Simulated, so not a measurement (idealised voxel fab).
process module | voxel wiring stack
Square cell edge 5 nm, section width 255 nm, ID cut.
Cross-section format: a grid of square cells, given as bands from top to bottom; each band is one or more rows of cells. Look at the band entry: it leads with the top's height and the bottom's height in nm. Then it lists the materials left to right, with a width in nm for each. The word "throughout" on a single material says that material fills the band edge to edge. The word "blank" is empty space. Counting heights begins at 0, where everything beneath is, in the wafer as received, one material. The lowest band has no bottom; it goes on downwards, as "0 down" shows. So if you see something like "30 to 40" for the width, read it as the top row of the band sitting at the first number and the bottom row at the second, with every row in between moving by the same amount as the last. "remained the same" (step): cross-section cells unchanged, all of them. Enclosed cavity list: empty space of 8 cells or more with no open way to the top, each as width x height at its distance from the left edge, in nm. On each step's line, the part that comes after the settings is the simulator's own comment on the step. For masked steps, "overlay nm" on the step line gives how far right of plan the mask actually lay; a minus sign means it lay to the left. Pairs from here to the end. Each: cross-section before one process step, cross-section after it, the latter only as far down as the lowest band that changed. Under each: the step between, and its settings. Mind that the pairs may be taken from different runs of this module on the same starting wafer; whether a pair continues from the pair above depends on its entry headed "Pre-step section", and it does only where that entry says so.
PRE-STEP SECTION
- 0 down  Si throughout
- Enclosed cavity list: none
CUT VIEW, POST-STEP
- 15 to 0  SiO2 throughout
- Nothing below the height 0 has changed.
- Enclosed cavity list: none
Between before and after, shown above: op CONFORMAL_DEP | material SiO2 | thk nm 15
Pre-step section: unchanged from the after cross-section in the pair immediately above; refer to that figure.
CUT VIEW, POST-STEP
- 20 to 15  TiN throughout
- Nothing below the height 15 has changed.
- Enclosed cavity list: none
Between before and after, shown above: op DIRECTIONAL_DEP | material TiN | thk nm 5
Pre-step section: unchanged from the after cross-section in the pair immediately above; refer to that figure.
CUT VIEW, POST-STEP
- 45 to 20  Ru throughout
- Nothing below the height 20 has changed.
- Enclosed cavity list: none
Between before and after, shown above: op DIRECTIONAL_DEP | material Ru | thk nm 25
Pre-step section: unchanged from the after cross-section in the pair immediately above; refer to that figure.
CUT VIEW, POST-STEP
- 45 to 20  95 nm blank  25 nm Ru  15 nm blank  25 nm Ru  95 nm blank
- Nothing below the height 20 has changed.
- Enclosed cavity list: none
Between before and after, shown above: op MASKED_ETCH | tone cover | mask id METAL_1 | width nm 25 | pitch nm 40 | etch materials Ru | depth nm 25 | overlay nm 0
Pre-step section: unchanged from the after cross-section in the pair immediately above; refer to that figure.
CUT VIEW, POST-STEP
- 45 to 20  95 nm blank  25 nm Ru  15 nm blank  25 nm Ru  95 nm blank
- 20 to 15  95 nm blank  25 nm TiN  15 nm blank  25 nm TiN  95 nm blank
- Nothing below the height 15 has changed.
- Enclosed cavity list: none
Between before and after, shown above: op MASKED_ETCH | tone cover | mask id METAL_1 | width nm 25 | pitch nm 40 | etch materials TiN | depth nm 5 | overlay nm 0
Pre-step section: unchanged from the after cross-section in the pair immediately above; refer to that figure.
CUT VIEW, POST-STEP
- 55 to 45  SiO2 throughout
- 45 to 20  95 nm SiO2  25 nm Ru  15 nm SiO2  25 nm Ru  95 nm SiO2
- 20 to 15  95 nm SiO2  25 nm TiN  15 nm SiO2  25 nm TiN  95 nm SiO2
- Nothing below the height 15 has changed.
- Enclosed cavity list: none
Between before and after, shown above: op FILL_DEP | material SiO2 | thk nm 10
Pre-step section: unchanged from the after cross-section in the pair immediately above; refer to that figure.
CUT VIEW, POST-STEP
- 45 to 20  95 nm SiO2  25 nm Ru  15 nm SiO2  25 nm Ru  95 nm SiO2
- Nothing below the height 20 has changed.
- Enclosed cavity list: none
Between before and after, shown above: op CMP | height nm 45
Pre-step section: unchanged from the after cross-section in the pair immediately above; refer to that figure.
CUT VIEW, POST-STEP
- 50 to 45  SiCN throughout
- Nothing below the height 45 has changed.
- Enclosed cavity list: none
Between before and after, shown above: op CONFORMAL_DEP | material SiCN | thk nm 5
Pre-step section: unchanged from the after cross-section in the pair immediately above; refer to that figure.
CUT VIEW, POST-STEP
- 65 to 50  lowk throughout
- Nothing below the height 50 has changed.
- Enclosed cavity list: none
Between before and after, shown above: op DIRECTIONAL_DEP | material lowk | thk nm 15
Pre-step section: unchanged from the after cross-section in the pair immediately above; refer to that figure.
CUT VIEW, POST-STEP
- 80 to 65  95 nm resist  15 nm blank  25 nm resist  15 nm blank  105 nm resist
- Nothing below the height 65 has changed.
- Enclosed cavity list: none
Between before and after, shown above: op PATTERN | tone open | mask id PLUG_1 | material resist | width nm 15 | pitch nm 40 | thk nm 15 | overlay nm 0
Pre-step section: unchanged from the after cross-section in the pair immediately above; refer to that figure.
CUT VIEW, POST-STEP
- 80 to 65  95 nm resist  15 nm blank  25 nm resist  15 nm blank  105 nm resist
- 65 to 50  95 nm lowk  15 nm blank  25 nm lowk  15 nm blank  105 nm lowk
- Nothing below the height 50 has changed.
- Enclosed cavity list: none
Between before and after, shown above: op DIRECTIONAL_ETCH | etch materials lowk | depth nm 15
Pre-step section: unchanged from the after cross-section in the pair immediately above; refer to that figure.
CUT VIEW, POST-STEP
- 80 to 65  95 nm resist  15 nm blank  25 nm resist  15 nm blank  105 nm resist
- 65 to 50  95 nm lowk  15 nm blank  25 nm lowk  15 nm blank  105 nm lowk
- 50 to 45  95 nm SiCN  15 nm blank  25 nm SiCN  15 nm blank  105 nm SiCN
- Nothing below the height 45 has changed.
- Enclosed cavity list: none
Between before and after, shown above: op DIRECTIONAL_ETCH | etch materials SiCN | depth nm 5
Pre-step section: unchanged from the after cross-section in the pair immediately above; refer to that figure.
CUT VIEW, POST-STEP
- 65 to 50  95 nm lowk  15 nm blank  25 nm lowk  15 nm blank  105 nm lowk
- Nothing below the height 50 has changed.
- Enclosed cavity list: none
Between before and after, shown above: op STRIP | etch materials resist
Pre-step section: unchanged from the after cross-section in the pair immediately above; refer to that figure.
CUT VIEW, POST-STEP
- 65 to 55  95 nm lowk  15 nm blank  25 nm lowk  15 nm blank  105 nm lowk
- 55 to 50  95 nm lowk  15 nm Ru  25 nm lowk  15 nm Ru  105 nm lowk
- 50 to 45  95 nm SiCN  15 nm Ru  25 nm SiCN  15 nm Ru  105 nm SiCN
- Nothing below the height 45 has changed.
- Enclosed cavity list: none
Between before and after, shown above: op EPI | material Ru | thk nm 10
Pre-step section: unchanged from the after cross-section in the pair immediately above; refer to that figure.
CUT VIEW, POST-STEP
- 65 to 50  95 nm lowk  15 nm Ru  25 nm lowk  15 nm Ru  105 nm lowk
- Nothing below the height 50 has changed.
- Enclosed cavity list: none
Between before and after, shown above: op EPI | material Ru | thk nm 10
Pre-step section: unchanged from the after cross-section in the pair immediately above; refer to that figure.
CUT VIEW, POST-STEP
- 70 to 65  TiN throughout
- Nothing below the height 65 has changed.
- Enclosed cavity list: none
Between before and after, shown above: op DIRECTIONAL_DEP | material TiN | thk nm 5
Pre-step section: unchanged from the after cross-section in the pair immediately above; refer to that figure.
CUT VIEW, POST-STEP
- 90 to 70  Ru throughout
- Nothing below the height 70 has changed.
- Enclosed cavity list: none
Between before and after, shown above: op DIRECTIONAL_DEP | material Ru | thk nm 20
Pre-step section: unchanged from the after cross-section in the pair immediately above; refer to that figure.
CUT VIEW, POST-STEP
- 110 to 90  95 nm blank  25 nm resist  15 nm blank  25 nm resist  95 nm blank
- Nothing below the height 90 has changed.
- Enclosed cavity list: none
Between before and after, shown above: op PATTERN | tone cover | mask id METAL_2 | material resist | width nm 25 | pitch nm 40 | thk nm 20 | overlay nm 0
Pre-step section: unchanged from the after cross-section in the pair immediately above; refer to that figure.
CUT VIEW, POST-STEP
- 110 to 90  95 nm blank  25 nm resist  15 nm blank  25 nm resist  95 nm blank
- 90 to 70  95 nm blank  25 nm Ru  15 nm blank  25 nm Ru  95 nm blank
- Nothing below the height 70 has changed.
- Enclosed cavity list: none
Between before and after, shown above: op DIRECTIONAL_ETCH | etch materials Ru | depth nm 20
Pre-step section: unchanged from the after cross-section in the pair immediately above; refer to that figure.
CUT VIEW, POST-STEP
- 110 to 90  95 nm blank  25 nm resist  15 nm blank  25 nm resist  95 nm blank
- 90 to 70  95 nm blank  25 nm Ru  15 nm blank  25 nm Ru  95 nm blank
- 70 to 65  95 nm blank  25 nm TiN  15 nm blank  25 nm TiN  95 nm blank
- Nothing below the height 65 has changed.
- Enclosed cavity list: none
Between before and after, shown above: op DIRECTIONAL_ETCH | etch materials TiN | depth nm 5
Pre-step section: unchanged from the after cross-section in the pair immediately above; refer to that figure.
CUT VIEW, POST-STEP
- 90 to 70  95 nm blank  25 nm Ru  15 nm blank  25 nm Ru  95 nm blank
- Nothing below the height 70 has changed.
- Enclosed cavity list: none
Between before and after, shown above: op STRIP | etch materials resist
Pre-step section: unchanged from the after cross-section in the pair immediately above; refer to that figure.
CUT VIEW, POST-STEP
- 100 to 90  lowk throughout
- 90 to 70  95 nm lowk  25 nm Ru  15 nm lowk  25 nm Ru  95 nm lowk
- 70 to 65  95 nm lowk  25 nm TiN  15 nm lowk  25 nm TiN  95 nm lowk
- Nothing below the height 65 has changed.
- Enclosed cavity list: none
Between before and after, shown above: op FILL_DEP | material lowk | thk nm 10
Pre-step section: unchanged from the after cross-section in the pair immediately above; refer to that figure.
CUT VIEW, POST-STEP
- 90 to 70  95 nm lowk  25 nm Ru  15 nm lowk  25 nm Ru  95 nm lowk
- Nothing below the height 70 has changed.
- Enclosed cavity list: none
Between before and after, shown above: op CMP | height nm 90
Pre-step section: unchanged from the after cross-section in the pair immediately above; refer to that figure.
CUT VIEW, POST-STEP
- 95 to 90  SiN throughout
- Nothing below the height 90 has changed.
- Enclosed cavity list: none
Between before and after, shown above: op CONFORMAL_DEP | material SiN | thk nm 5
PRE-STEP SECTION
- 15 to 0  SiO2 throughout
- 0 down  Si throughout
- Enclosed cavity list: none
CUT VIEW, POST-STEP
- 40 to 15  Ru throughout
- Nothing below the height 15 has changed.
- Enclosed cavity list: none
Between before and after, shown above: op DIRECTIONAL_DEP | material Ru | thk nm 25
Pre-step section: unchanged from the after cross-section in the pair immediately above; refer to that figure.
CUT VIEW, POST-STEP
- 40 to 15  95 nm blank  25 nm Ru  15 nm blank  25 nm Ru  95 nm blank
- Nothing below the height 15 has changed.
- Enclosed cavity list: none
Between before and after, shown above: op MASKED_ETCH | tone cover | mask id METAL_1 | width nm 25 | pitch nm 40 | etch materials Ru | depth nm 25 | overlay nm 0
Pre-step section: unchanged from the after cross-section in the pair immediately above; refer to that figure.
CUT VIEW, POST-STEP
- 50 to 40  SiO2 throughout
- 40 to 15  95 nm SiO2  25 nm Ru  15 nm SiO2  25 nm Ru  95 nm SiO2
- Nothing below the height 15 has changed.
- Enclosed cavity list: none
Between before and after, shown above: op FILL_DEP | material SiO2 | thk nm 10
Pre-step section: unchanged from the after cross-section in the pair immediately above; refer to that figure.
CUT VIEW, POST-STEP
- 45 to 40  SiO2 throughout
- Nothing below the height 40 has changed.
- Enclosed cavity list: none
Between before and after, shown above: op CMP | height nm 45
Pre-step section: unchanged from the after cross-section in the pair immediately above; refer to that figure.
CUT VIEW, POST-STEP
- 50 to 45  SiCN throughout
- Nothing below the height 45 has changed.
- Enclosed cavity list: none
Between before and after, shown above: op CONFORMAL_DEP | material SiCN | thk nm 5
Pre-step section: unchanged from the after cross-section in the pair immediately above; refer to that figure.
CUT VIEW, POST-STEP
- 65 to 50  lowk throughout
- Nothing below the height 50 has changed.
- Enclosed cavity list: none
Between before and after, shown above: op DIRECTIONAL_DEP | material lowk | thk nm 15
Pre-step section: unchanged from the after cross-section in the pair immediately above; refer to that figure.
CUT VIEW, POST-STEP
- 80 to 65  95 nm resist  15 nm blank  25 nm resist  15 nm blank  105 nm resist
- Nothing below the height 65 has changed.
- Enclosed cavity list: none
Between before and after, shown above: op PATTERN | tone open | mask id PLUG_1 | material resist | width nm 15 | pitch nm 40 | thk nm 15 | overlay nm 0
Pre-step section: unchanged from the after cross-section in the pair immediately above; refer to that figure.
CUT VIEW, POST-STEP
- 80 to 65  95 nm resist  15 nm blank  25 nm resist  15 nm blank  105 nm resist
- 65 to 50  95 nm lowk  15 nm blank  25 nm lowk  15 nm blank  105 nm lowk
- Nothing below the height 50 has changed.
- Enclosed cavity list: none
Between before and after, shown above: op DIRECTIONAL_ETCH | etch materials lowk | depth nm 15
Pre-step section: unchanged from the after cross-section in the pair immediately above; refer to that figure.
CUT VIEW, POST-STEP
- 80 to 65  95 nm resist  15 nm blank  25 nm resist  15 nm blank  105 nm resist
- 65 to 50  95 nm lowk  15 nm blank  25 nm lowk  15 nm blank  105 nm lowk
- 50 to 45  95 nm SiCN  15 nm blank  25 nm SiCN  15 nm blank  105 nm SiCN
- Nothing below the height 45 has changed.
- Enclosed cavity list: none
Between before and after, shown above: op DIRECTIONAL_ETCH | etch materials SiCN | depth nm 5
Pre-step section: unchanged from the after cross-section in the pair immediately above; refer to that figure.
CUT VIEW, POST-STEP
- 65 to 50  95 nm lowk  15 nm blank  25 nm lowk  15 nm blank  105 nm lowk
- Nothing below the height 50 has changed.
- Enclosed cavity list: none
Between before and after, shown above: op STRIP | etch materials resist
Pre-step section: unchanged from the after cross-section in the pair immediately above; refer to that figure.
CUT VIEW, POST-STEP
- 70 to 65  95 nm TiN  15 nm blank  25 nm TiN  15 nm blank  105 nm TiN
- 65 to 50  95 nm lowk  15 nm blank  25 nm lowk  15 nm blank  105 nm lowk
- 50 to 45  95 nm SiCN  15 nm TiN  25 nm SiCN  15 nm TiN  105 nm SiCN
- Nothing below the height 45 has changed.
- Enclosed cavity list: none
Between before and after, shown above: op DIRECTIONAL_DEP | material TiN | thk nm 5
Pre-step section: unchanged from the after cross-section in the pair immediately above; refer to that figure.
CUT VIEW, POST-STEP
- 90 to 70  95 nm Ru  15 nm blank  25 nm Ru  15 nm blank  105 nm Ru
- 70 to 65  95 nm TiN  15 nm Ru  25 nm TiN  15 nm Ru  105 nm TiN
- 65 to 50  95 nm lowk  15 nm Ru  25 nm lowk  15 nm Ru  105 nm lowk
- Nothing below the height 50 has changed.
- Enclosed cavity list: none
Between before and after, shown above: op DIRECTIONAL_DEP | material Ru | thk nm 20
Pre-step section: unchanged from the after cross-section in the pair immediately above; refer to that figure.
CUT VIEW, POST-STEP
- 110 to 90  95 nm blank  25 nm resist  15 nm blank  25 nm resist  95 nm blank
- 90 to 70  95 nm Ru  15 nm resist  25 nm Ru  15 nm resist  105 nm Ru
- Nothing below the height 70 has changed.
- Enclosed cavity list: none
Between before and after, shown above: op PATTERN | tone cover | mask id METAL_2 | material resist | width nm 25 | pitch nm 40 | thk nm 20 | overlay nm 0
Pre-step section: unchanged from the after cross-section in the pair immediately above; refer to that figure.
CUT VIEW, POST-STEP
- 110 to 90  95 nm blank  25 nm resist  15 nm blank  25 nm resist  95 nm blank
- 90 to 70  95 nm blank  15 nm resist  10 nm Ru  15 nm blank  15 nm resist  10 nm Ru  95 nm blank
- Nothing below the height 70 has changed.
- Enclosed cavity list: none
Between before and after, shown above: op DIRECTIONAL_ETCH | etch materials Ru | depth nm 20
Pre-step section: unchanged from the after cross-section in the pair immediately above; refer to that figure.
CUT VIEW, POST-STEP
- 110 to 90  95 nm blank  25 nm resist  15 nm blank  25 nm resist  95 nm blank
- 90 to 70  95 nm blank  15 nm resist  10 nm Ru  15 nm blank  15 nm resist  10 nm Ru  95 nm blank
- 70 to 65  95 nm blank  15 nm Ru  10 nm TiN  15 nm blank  15 nm Ru  10 nm TiN  95 nm blank
- Nothing below the height 65 has changed.
- Enclosed cavity list: none
Between before and after, shown above: op DIRECTIONAL_ETCH | etch materials TiN | depth nm 5
Pre-step section: unchanged from the after cross-section in the pair immediately above; refer to that figure.
CUT VIEW, POST-STEP
- 90 to 70  110 nm blank  10 nm Ru  30 nm blank  10 nm Ru  95 nm blank
- Nothing below the height 70 has changed.
- Enclosed cavity list: none
Between before and after, shown above: op STRIP | etch materials resist
Pre-step section: unchanged from the after cross-section in the pair immediately above; refer to that figure.
CUT VIEW, POST-STEP
- 100 to 90  lowk throughout
- 90 to 70  110 nm lowk  10 nm Ru  30 nm lowk  10 nm Ru  95 nm lowk
- 70 to 65  95 nm lowk  15 nm Ru  10 nm TiN  15 nm lowk  15 nm Ru  10 nm TiN  95 nm lowk
- Nothing below the height 65 has changed.
- Enclosed cavity list: none
Between before and after, shown above: op FILL_DEP | material lowk | thk nm 10
Pre-step section: unchanged from the after cross-section in the pair immediately above; refer to that figure.
CUT VIEW, POST-STEP
- 90 to 70  110 nm lowk  10 nm Ru  30 nm lowk  10 nm Ru  95 nm lowk
- Nothing below the height 70 has changed.
- Enclosed cavity list: none
Between before and after, shown above: op CMP | height nm 90
Pre-step section: unchanged from the after cross-section in the pair immediately above; refer to that figure.
CUT VIEW, POST-STEP
- 95 to 90  SiN throughout
- Nothing below the height 90 has changed.
- Enclosed cavity list: none
Between before and after, shown above: op CONFORMAL_DEP | material SiN | thk nm 5
PRE-STEP SECTION
- 65 to 50  95 nm lowk  15 nm Ru  25 nm lowk  15 nm Ru  105 nm lowk
- 50 to 45  95 nm SiCN  15 nm Ru  25 nm SiCN  15 nm Ru  105 nm SiCN
- 45 to 20  95 nm SiO2  25 nm Ru  15 nm SiO2  25 nm Ru  95 nm SiO2
- 20 to 15  95 nm SiO2  25 nm TiN  15 nm SiO2  25 nm TiN  95 nm SiO2
- 15 to 0  SiO2 throughout
- 0 down  Si throughout
- Enclosed cavity list: none
CUT VIEW, POST-STEP
- 75 to 65  85 nm blank  35 nm Ru  5 nm blank  35 nm Ru  95 nm blank
- Nothing below the height 65 has changed.
- Enclosed cavity list: none
Between before and after, shown above: op EPI | material Ru | thk nm 10
Pre-step section: unchanged from the after cross-section in the pair immediately above; refer to that figure.
CUT VIEW, POST-STEP
- 80 to 75  85 nm blank  35 nm TiN  5 nm blank  35 nm TiN  95 nm blank
- 75 to 70  85 nm blank  35 nm Ru  5 nm blank  35 nm Ru  95 nm blank
- 70 to 65  85 nm TiN  35 nm Ru  5 nm TiN  35 nm Ru  95 nm TiN
- Nothing below the height 65 has changed.
- Enclosed cavity list: none
Between before and after, shown above: op DIRECTIONAL_DEP | material TiN | thk nm 5
Pre-step section: unchanged from the after cross-section in the pair immediately above; refer to that figure.
CUT VIEW, POST-STEP
- 100 to 90  85 nm blank  35 nm Ru  5 nm blank  35 nm Ru  95 nm blank
- 90 to 80  Ru throughout
- 80 to 75  85 nm Ru  35 nm TiN  5 nm Ru  35 nm TiN  95 nm Ru
- 75 to 70  Ru throughout
- Nothing below the height 70 has changed.
- Enclosed cavity list: none
Between before and after, shown above: op DIRECTIONAL_DEP | material Ru | thk nm 20
Pre-step section: unchanged from the after cross-section in the pair immediately above; refer to that figure.
CUT VIEW, POST-STEP
- 120 to 100  95 nm blank  25 nm resist  15 nm blank  25 nm resist  95 nm blank
- Nothing below the height 100 has changed.
- Enclosed cavity list: none
Between before and after, shown above: op PATTERN | tone cover | mask id METAL_2 | material resist | width nm 25 | pitch nm 40 | thk nm 20 | overlay nm 0
Pre-step section: unchanged from the after cross-section in the pair immediately above; refer to that figure.
CUT VIEW, POST-STEP
- 120 to 100  95 nm blank  25 nm resist  15 nm blank  25 nm resist  95 nm blank
- 100 to 80  95 nm blank  25 nm Ru  15 nm blank  25 nm Ru  95 nm blank
- 80 to 75  85 nm blank  35 nm TiN  5 nm blank  35 nm TiN  95 nm blank
- 75 to 70  85 nm blank  35 nm Ru  5 nm blank  35 nm Ru  95 nm blank
- Nothing below the height 70 has changed.
- Enclosed cavity list: none
Between before and after, shown above: op DIRECTIONAL_ETCH | etch materials Ru | depth nm 20
Pre-step section: unchanged from the after cross-section in the pair immediately above; refer to that figure.
CUT VIEW, POST-STEP
- 120 to 100  95 nm blank  25 nm resist  15 nm blank  25 nm resist  95 nm blank
- 100 to 80  95 nm blank  25 nm Ru  15 nm blank  25 nm Ru  95 nm blank
- 80 to 75  95 nm blank  25 nm TiN  15 nm blank  25 nm TiN  95 nm blank
- 75 to 65  85 nm blank  35 nm Ru  5 nm blank  35 nm Ru  95 nm blank
- Nothing below the height 65 has changed.
- Enclosed cavity list: none
Between before and after, shown above: op DIRECTIONAL_ETCH | etch materials TiN | depth nm 5
Pre-step section: unchanged from the after cross-section in the pair immediately above; refer to that figure.
CUT VIEW, POST-STEP
- 100 to 80  95 nm blank  25 nm Ru  15 nm blank  25 nm Ru  95 nm blank
- Nothing below the height 80 has changed.
- Enclosed cavity list: none
Between before and after, shown above: op STRIP | etch materials resist
Pre-step section: unchanged from the after cross-section in the pair immediately above; refer to that figure.
CUT VIEW, POST-STEP
- 110 to 100  lowk throughout
- 100 to 80  95 nm lowk  25 nm Ru  15 nm lowk  25 nm Ru  95 nm lowk
- 80 to 75  95 nm lowk  25 nm TiN  15 nm lowk  25 nm TiN  95 nm lowk
- 75 to 65  85 nm lowk  35 nm Ru  5 nm lowk  35 nm Ru  95 nm lowk
- Nothing below the height 65 has changed.
- Enclosed cavity list: none
Between before and after, shown above: op FILL_DEP | material lowk | thk nm 10
Pre-step section: unchanged from the after cross-section in the pair immediately above; refer to that figure.
CUT VIEW, POST-STEP
- 90 to 80  95 nm lowk  25 nm Ru  15 nm lowk  25 nm Ru  95 nm lowk
- Nothing below the height 80 has changed.
- Enclosed cavity list: none
Between before and after, shown above: op CMP | height nm 90
Pre-step section: unchanged from the after cross-section in the pair immediately above; refer to that figure.
CUT VIEW, POST-STEP
- 95 to 90  SiN throughout
- Nothing below the height 90 has changed.
- Enclosed cavity list: none
Between before and after, shown above: op CONFORMAL_DEP | material SiN | thk nm 5
PRE-STEP SECTION
- 65 to 55  95 nm lowk  15 nm blank  25 nm lowk  15 nm blank  105 nm lowk
- 55 to 50  95 nm lowk  15 nm Ru  25 nm lowk  15 nm Ru  105 nm lowk
- 50 to 45  95 nm SiCN  15 nm Ru  25 nm SiCN  15 nm Ru  105 nm SiCN
- 45 to 20  95 nm SiO2  25 nm Ru  15 nm SiO2  25 nm Ru  95 nm SiO2
- 20 to 15  95 nm SiO2  25 nm TiN  15 nm SiO2  25 nm TiN  95 nm SiO2
- 15 to 0  SiO2 throughout
- 0 down  Si throughout
- Enclosed cavity list: none
CUT VIEW, POST-STEP
- 70 to 65  95 nm TiN  15 nm blank  25 nm TiN  15 nm blank  105 nm TiN
- 65 to 60  95 nm lowk  15 nm blank  25 nm lowk  15 nm blank  105 nm lowk
- 60 to 55  95 nm lowk  15 nm TiN  25 nm lowk  15 nm TiN  105 nm lowk
- Nothing below the height 55 has changed.
- Enclosed cavity list: none
Between before and after, shown above: op DIRECTIONAL_DEP | material TiN | thk nm 5
Pre-step section: unchanged from the after cross-section in the pair immediately above; refer to that figure.
CUT VIEW, POST-STEP
- 80 to 70  Ru throughout
- 70 to 65  95 nm TiN  15 nm Ru  25 nm TiN  15 nm Ru  105 nm TiN
- 65 to 60  95 nm lowk  15 nm Ru  25 nm lowk  15 nm Ru  105 nm lowk
- Nothing below the height 60 has changed.
- Enclosed cavity list: none
Between before and after, shown above: op EPI | material Ru | thk nm 10
Pre-step section: unchanged from the after cross-section in the pair immediately above; refer to that figure.
CUT VIEW, POST-STEP
- 100 to 70  Ru throughout
- Nothing below the height 70 has changed.
- Enclosed cavity list: none
Between before and after, shown above: op DIRECTIONAL_DEP | material Ru | thk nm 20
Pre-step section: unchanged from the after cross-section in the pair immediately above; refer to that figure.
CUT VIEW, POST-STEP
- 120 to 100  95 nm blank  25 nm resist  15 nm blank  25 nm resist  95 nm blank
- Nothing below the height 100 has changed.
- Enclosed cavity list: none
Between before and after, shown above: op PATTERN | tone cover | mask id METAL_2 | material resist | width nm 25 | pitch nm 40 | thk nm 20 | overlay nm 0
Pre-step section: unchanged from the after cross-section in the pair immediately above; refer to that figure.
CUT VIEW, POST-STEP
- 120 to 100  95 nm blank  25 nm resist  15 nm blank  25 nm resist  95 nm blank
- 100 to 80  95 nm blank  25 nm Ru  15 nm blank  25 nm Ru  95 nm blank
- Nothing below the height 80 has changed.
- Enclosed cavity list: none
Between before and after, shown above: op DIRECTIONAL_ETCH | etch materials Ru | depth nm 20
Pre-step section: unchanged from the after cross-section in the pair immediately above; refer to that figure.
CUT VIEW, POST-STEP
- 100 to 80  95 nm blank  25 nm Ru  15 nm blank  25 nm Ru  95 nm blank
- Nothing below the height 80 has changed.
- Enclosed cavity list: none
Between before and after, shown above: op STRIP | etch materials resist
Pre-step section: unchanged from the after cross-section in the pair immediately above; refer to that figure.
CUT VIEW, POST-STEP
- 110 to 100  lowk throughout
- 100 to 80  95 nm lowk  25 nm Ru  15 nm lowk  25 nm Ru  95 nm lowk
- Nothing below the height 80 has changed.
- Enclosed cavity list: none
Between before and after, shown above: op FILL_DEP | material lowk | thk nm 10
Pre-step section: unchanged from the after cross-section in the pair immediately above; refer to that figure.
CUT VIEW, POST-STEP
- 90 to 80  95 nm lowk  25 nm Ru  15 nm lowk  25 nm Ru  95 nm lowk
- Nothing below the height 80 has changed.
- Enclosed cavity list: none
Between before and after, shown above: op CMP | height nm 90
Pre-step section: unchanged from the after cross-section in the pair immediately above; refer to that figure.
CUT VIEW, POST-STEP
- 95 to 90  SiN throughout
- Nothing below the height 90 has changed.
- Enclosed cavity list: none
Between before and after, shown above: op CONFORMAL_DEP | material SiN | thk nm 5
PRE-STEP SECTION
- 20 to 15  TiN throughout
- 15 to 0  SiO2 throughout
- 0 down  Si throughout
- Enclosed cavity list: none
CUT VIEW, POST-STEP
- 40 to 20  Ru throughout
- Nothing below the height 20 has changed.
- Enclosed cavity list: none
Between before and after, shown above: op DIRECTIONAL_DEP | material Ru | thk nm 20
Pre-step section: unchanged from the after cross-section in the pair immediately above; refer to that figure.
CUT VIEW, POST-STEP
- 40 to 20  95 nm blank  25 nm Ru  15 nm blank  25 nm Ru  95 nm blank
- Nothing below the height 20 has changed.
- Enclosed cavity list: none
Between before and after, shown above: op MASKED_ETCH | tone cover | mask id METAL_1 | width nm 25 | pitch nm 40 | etch materials Ru | depth nm 25 | overlay nm 0
Pre-step section: unchanged from the after cross-section in the pair immediately above; refer to that figure.
CUT VIEW, POST-STEP
- 40 to 20  95 nm blank  25 nm Ru  15 nm blank  25 nm Ru  95 nm blank
- 20 to 15  95 nm blank  25 nm TiN  15 nm blank  25 nm TiN  95 nm blank
- Nothing below the height 15 has changed.
- Enclosed cavity list: none
Between before and after, shown above: op MASKED_ETCH | tone cover | mask id METAL_1 | width nm 25 | pitch nm 40 | etch materials TiN | depth nm 5 | overlay nm 0
Pre-step section: unchanged from the after cross-section in the pair immediately above; refer to that figure.
CUT VIEW, POST-STEP
- 50 to 40  SiO2 throughout
- 40 to 20  95 nm SiO2  25 nm Ru  15 nm SiO2  25 nm Ru  95 nm SiO2
- 20 to 15  95 nm SiO2  25 nm TiN  15 nm SiO2  25 nm TiN  95 nm SiO2
- Nothing below the height 15 has changed.
- Enclosed cavity list: none
Between before and after, shown above: op FILL_DEP | material SiO2 | thk nm 10
Pre-step section: unchanged from the after cross-section in the pair immediately above; refer to that figure.
CUT VIEW, POST-STEP
- 45 to 40  SiO2 throughout
- Nothing below the height 40 has changed.
- Enclosed cavity list: none
Between before and after, shown above: op CMP | height nm 45
Pre-step section: unchanged from the after cross-section in the pair immediately above; refer to that figure.
CUT VIEW, POST-STEP
- 50 to 45  SiCN throughout
- Nothing below the height 45 has changed.
- Enclosed cavity list: none
Between before and after, shown above: op CONFORMAL_DEP | material SiCN | thk nm 5
Pre-step section: unchanged from the after cross-section in the pair immediately above; refer to that figure.
CUT VIEW, POST-STEP
- 65 to 50  lowk throughout
- Nothing below the height 50 has changed.
- Enclosed cavity list: none
Between before and after, shown above: op DIRECTIONAL_DEP | material lowk | thk nm 15
Pre-step section: unchanged from the after cross-section in the pair immediately above; refer to that figure.
CUT VIEW, POST-STEP
- 80 to 65  95 nm resist  15 nm blank  25 nm resist  15 nm blank  105 nm resist
- Nothing below the height 65 has changed.
- Enclosed cavity list: none
Between before and after, shown above: op PATTERN | tone open | mask id PLUG_1 | material resist | width nm 15 | pitch nm 40 | thk nm 15 | overlay nm 0
Pre-step section: unchanged from the after cross-section in the pair immediately above; refer to that figure.
CUT VIEW, POST-STEP
- 80 to 65  95 nm resist  15 nm blank  25 nm resist  15 nm blank  105 nm resist
- 65 to 50  95 nm lowk  15 nm blank  25 nm lowk  15 nm blank  105 nm lowk
- Nothing below the height 50 has changed.
- Enclosed cavity list: none
Between before and after, shown above: op DIRECTIONAL_ETCH | etch materials lowk | depth nm 15
Pre-step section: unchanged from the after cross-section in the pair immediately above; refer to that figure.
CUT VIEW, POST-STEP
- 80 to 65  95 nm resist  15 nm blank  25 nm resist  15 nm blank  105 nm resist
- 65 to 50  95 nm lowk  15 nm blank  25 nm lowk  15 nm blank  105 nm lowk
- 50 to 45  95 nm SiCN  15 nm blank  25 nm SiCN  15 nm blank  105 nm SiCN
- Nothing below the height 45 has changed.
- Enclosed cavity list: none
Between before and after, shown above: op DIRECTIONAL_ETCH | etch materials SiCN | depth nm 5
Pre-step section: unchanged from the after cross-section in the pair immediately above; refer to that figure.
CUT VIEW, POST-STEP
- 65 to 50  95 nm lowk  15 nm blank  25 nm lowk  15 nm blank  105 nm lowk
- Nothing below the height 50 has changed.
- Enclosed cavity list: none
Between before and after, shown above: op STRIP | etch materials resist
Pre-step section: unchanged from the after cross-section in the pair immediately above; refer to that figure.
CUT VIEW, POST-STEP
- 70 to 65  95 nm TiN  15 nm blank  25 nm TiN  15 nm blank  105 nm TiN
- 65 to 50  95 nm lowk  15 nm blank  25 nm lowk  15 nm blank  105 nm lowk
- 50 to 45  95 nm SiCN  15 nm TiN  25 nm SiCN  15 nm TiN  105 nm SiCN
- Nothing below the height 45 has changed.
- Enclosed cavity list: none
Between before and after, shown above: op DIRECTIONAL_DEP | material TiN | thk nm 5
Pre-step section: unchanged from the after cross-section in the pair immediately above; refer to that figure.
CUT VIEW, POST-STEP
- 90 to 70  95 nm Ru  15 nm blank  25 nm Ru  15 nm blank  105 nm Ru
- 70 to 65  95 nm TiN  15 nm Ru  25 nm TiN  15 nm Ru  105 nm TiN
- 65 to 50  95 nm lowk  15 nm Ru  25 nm lowk  15 nm Ru  105 nm lowk
- Nothing below the height 50 has changed.
- Enclosed cavity list: none
Between before and after, shown above: op DIRECTIONAL_DEP | material Ru | thk nm 20
